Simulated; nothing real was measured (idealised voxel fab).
process module | voxel wiring stack
cross-section cut | 225 nm wide | cells 5 nm
A cross-section is a grid of square cells, given in bands from the top down. A band is one or more rows of cells.
Each band's line starts with the height of the band's top and of its bottom, in nm. Then come its materials from left to right, each with its width in nm. One material with "throughout" fills the band from edge to edge. "air" is empty space.
Height 0 is the level under which the wafer as received is all one material. The lowest band goes on downwards, as in "0 down".
A width such as "30 to 40" changes by the same amount from each row of cells to the next, from the band's top row to its bottom row.
"no change" after a step means that no cell of the cross-section changed.
closed voids: empty space of 8 cells or more with no open way to the top, each as width x height at its distance from the left edge, in nm
after a step's settings: what the simulator itself notes on the step
overlay nm, on a step with a mask: how far to the right of its planned place the mask lay; to the left if negative
plan
1 op RECEIVE | material Si
2 op CONFORMAL_DEP | material SiO2 | thk nm 15
3 op CONFORMAL_DEP | material SiN | thk nm 5
4 op DIRECTIONAL_DEP | material lowk | thk nm 25
5 op MASKED_ETCH | tone open | mask id METAL_1 | width nm 20 | pitch nm 35 | etch materials lowk | depth nm 25 | overlay nm 0
6 op MASKED_ETCH | tone open | mask id METAL_1 | width nm 20 | pitch nm 35 | etch materials SiN | depth nm 5 | overlay nm 0
7 op CONFORMAL_DEP | material TiN | thk nm 5
8 op FILL_DEP | material Cu | thk nm 5
9 op CMP | height nm 45
10 op CONFORMAL_DEP | material SiCN | thk nm 5
11 op DIRECTIONAL_DEP | material lowk | thk nm 20
12 op DIRECTIONAL_DEP | material aC | thk nm 15
13 op PATTERN | tone open | mask id PLUG_1 | material resist | width nm 15 | pitch nm 35 | thk nm 35 | overlay nm 0
14 op DIRECTIONAL_ETCH | etch materials aC | depth nm 15
15 op STRIP | etch materials resist
16 op DIRECTIONAL_ETCH | etch materials lowk | depth nm 20
17 op DIRECTIONAL_ETCH | etch materials SiCN | depth nm 5
18 op STRIP | etch materials aC
19 op EPI | material Ru | thk nm 10
20 op EPI | material Ru | thk nm 10
21 op EPI | material Ru | thk nm 5
22 op DIRECTIONAL_DEP | material TiN | thk nm 5
23 op DIRECTIONAL_DEP | material W | thk nm 25
24 op MASKED_ETCH | tone cover | mask id METAL_2 | width nm 20 | pitch nm 35 | etch materials W | depth nm 25 | overlay nm 0
25 op MASKED_ETCH | tone cover | mask id METAL_2 | width nm 20 | pitch nm 35 | etch materials TiN | depth nm 5 | overlay nm 0
26 op CONFORMAL_DEP | material SiCN | thk nm 5
27 op FILL_DEP | material SiO2 | thk nm 10
28 op CMP | height nm 100
29 op CONFORMAL_DEP | material SiCN | thk nm 5
30 op DIRECTIONAL_DEP | material SiO2 | thk nm 35
31 op MASKED_ETCH | tone open | mask id METAL_3_HOLES | width nm 15 | pitch nm 35 | etch materials SiO2 | depth nm 35 | overlay nm 0
32 op PATTERN | tone open | mask id METAL_3 | material resist | width nm 20 | pitch nm 35 | thk nm 15 | overlay nm 0
33 op DIRECTIONAL_ETCH | etch materials SiO2 | depth nm 20
34 op DIRECTIONAL_ETCH | etch materials SiCN | depth nm 5
35 op STRIP | etch materials resist
36 op CONFORMAL_DEP | material TiN | thk nm 5
37 op FILL_DEP | material Cu | thk nm 5
38 op CMP | height nm 140
39 op CONFORMAL_DEP | material SiCN | thk nm 5
40 op DIRECTIONAL_DEP | material lowk | thk nm 15
41 op DIRECTIONAL_DEP | material aC | thk nm 10
42 op PATTERN | tone open | mask id PLUG_3 | material resist | width nm 15 | pitch nm 35 | thk nm 30 | overlay nm 0
43 op DIRECTIONAL_ETCH | etch materials aC | depth nm 10
44 op STRIP | etch materials resist
45 op DIRECTIONAL_ETCH | etch materials lowk | depth nm 15
46 op DIRECTIONAL_ETCH | etch materials SiCN | depth nm 5
47 op STRIP | etch materials aC
48 op EPI | material Ru | thk nm 10
49 op EPI | material Ru | thk nm 10
50 op CONFORMAL_DEP | material SiCN | thk nm 5
51 op DIRECTIONAL_DEP | material lowk | thk nm 20
52 op PATTERN | tone open | mask id METAL_4 | material resist | width nm 20 | pitch nm 35 | thk nm 15 | overlay nm 0
53 op DIRECTIONAL_ETCH | etch materials lowk | depth nm 20
54 op DIRECTIONAL_ETCH | etch materials SiCN | depth nm 5
55 op STRIP | etch materials resist
56 op CONFORMAL_DEP | material TiN | thk nm 5
57 op FILL_DEP | material Cu | thk nm 5
58 op CMP | height nm 185
59 op CONFORMAL_DEP | material SiN | thk nm 5
as received, after step 1
  0 down: Si throughout
  closed voids: none
a wafer at the end: this start, this plan, one mistake
  190 to 185: SiN throughout
  185 to 165: lowk 50 | TiN 5 | Cu 10 | TiN 5 | lowk 15 | TiN 5 | Cu 10 | TiN 5 | lowk 15 | TiN 5 | Cu 10 | TiN 5 | lowk 15 | TiN 5 | Cu 10 | TiN 5 | lowk 50
  165 to 160: SiCN 50 | TiN 20 | SiCN 15 | TiN 20 | SiCN 15 | TiN 20 | SiCN 15 | TiN 20 | SiCN 50
  160 to 145: lowk 50 | Ru 15 | lowk 20 | Ru 15 | lowk 20 | Ru 15 | lowk 20 | Ru 15 | lowk 55
  145 to 140: SiCN 50 | Ru 15 | SiCN 20 | Ru 15 | SiCN 20 | Ru 15 | SiCN 20 | Ru 15 | SiCN 55
  140 to 125: SiO2 50 | TiN 5 | Cu 10 | TiN 5 | SiO2 15 | TiN 5 | Cu 10 | TiN 5 | SiO2 15 | TiN 5 | Cu 10 | TiN 5 | SiO2 15 | TiN 5 | Cu 10 | TiN 5 | SiO2 50
  125 to 120: SiO2 50 | TiN 5 | Cu 5 | TiN 10 | SiO2 15 | TiN 5 | Cu 5 | TiN 10 | SiO2 15 | TiN 5 | Cu 5 | TiN 10 | SiO2 15 | TiN 5 | Cu 5 | TiN 10 | SiO2 50
  120 to 105: SiO2 50 | TiN 5 | Cu 5 | TiN 5 | SiO2 20 | TiN 5 | Cu 5 | TiN 5 | SiO2 20 | TiN 5 | Cu 5 | TiN 5 | SiO2 20 | TiN 5 | Cu 5 | TiN 5 | SiO2 55
  105 to 100: SiCN 50 | TiN 15 | SiCN 20 | TiN 15 | SiCN 20 | TiN 15 | SiCN 20 | TiN 15 | SiCN 55
  100 to 75: SiO2 45 | SiCN 5 | W 20 | SiCN 5 | SiO2 5 | SiCN 5 | W 20 | SiCN 5 | SiO2 5 | SiCN 5 | W 20 | SiCN 5 | SiO2 5 | SiCN 5 | W 20 | SiCN 5 | SiO2 45
  75 to 70: SiCN 50 | TiN 20 | SiCN 15 | TiN 20 | SiCN 15 | TiN 20 | SiCN 15 | TiN 20 | SiCN 50
  70 to 50: lowk 50 | Ru 15 | lowk 20 | Ru 15 | lowk 20 | Ru 15 | lowk 20 | Ru 15 | lowk 55
  50 to 45: SiCN 50 | Ru 15 | SiCN 20 | Ru 15 | SiCN 20 | Ru 15 | SiCN 20 | Ru 15 | SiCN 55
  45 to 35: lowk 50 | TiN 5 | Cu 10 | TiN 5 | lowk 15 | TiN 5 | Cu 10 | TiN 5 | lowk 15 | TiN 5 | Cu 10 | TiN 5 | lowk 15 | TiN 5 | Cu 10 | TiN 5 | lowk 50
  35 to 30: SiN 50 | TiN 20 | SiN 15 | TiN 20 | SiN 15 | TiN 20 | SiN 15 | TiN 20 | SiN 50
  30 to 0: SiO2 throughout
  0 down: Si throughout
  closed voids: none
what went wrong: step 2 was run twice
